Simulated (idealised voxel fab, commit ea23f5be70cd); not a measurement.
process module | voxel spacer lines
cross-section cut | 185 nm wide | cells 5 nm
A cross-section is a grid of square cells, given in bands from the top down. A band is one or more rows of cells.
Each band's line starts with the height of the band's top and of its bottom, in nm. Then come its materials from left to right, each with its width in nm. One material with "throughout" fills the band from edge to edge. "air" is empty space.
Height 0 is the level under which the wafer as received is all one material. The lowest band goes on downwards, as in "0 down".
A width such as "30 to 40" changes by the same amount from each row of cells to the next, from the band's top row to its bottom row.
"no change" after a step means that no cell of the cross-section changed.
closed voids: empty space of 8 cells or more with no open way to the top, each as width x height at its distance from the left edge, in nm
after a step's settings: what the simulator itself notes on the step
overlay nm, on a step with a mask: how far to the right of its planned place the mask lay; to the left if negative
plan
1 op RECEIVE | material Si
2 op CONFORMAL_DEP | material Al2O3 | thk nm 5
3 op DIRECTIONAL_DEP | material SiN | thk nm 10
4 op DIRECTIONAL_DEP | material polySi | thk nm 30
5 op PATTERN | tone cover | mask id MANDREL | material resist | width nm 15 | pitch nm 50 | thk nm 40 | overlay nm 0
6 op DIRECTIONAL_ETCH | etch materials polySi | depth nm 30
7 op STRIP | etch materials resist
8 op CONFORMAL_DEP | material SiO2 | thk nm 10
9 op DIRECTIONAL_ETCH | etch materials SiO2 | depth nm 10
10 op STRIP | etch materials polySi
11 op DIRECTIONAL_ETCH | etch materials SiN | depth nm 10
12 op STRIP | etch materials SiO2
as received, after step 1
  0 down: Si throughout
  closed voids: none
a wafer at the end: this start, this plan, one mistake
  35 to 5: polySi throughout
  5 to 0: Al2O3 throughout
  0 down: Si throughout
  closed voids: none
what went wrong: steps 3 and 4 were swapped
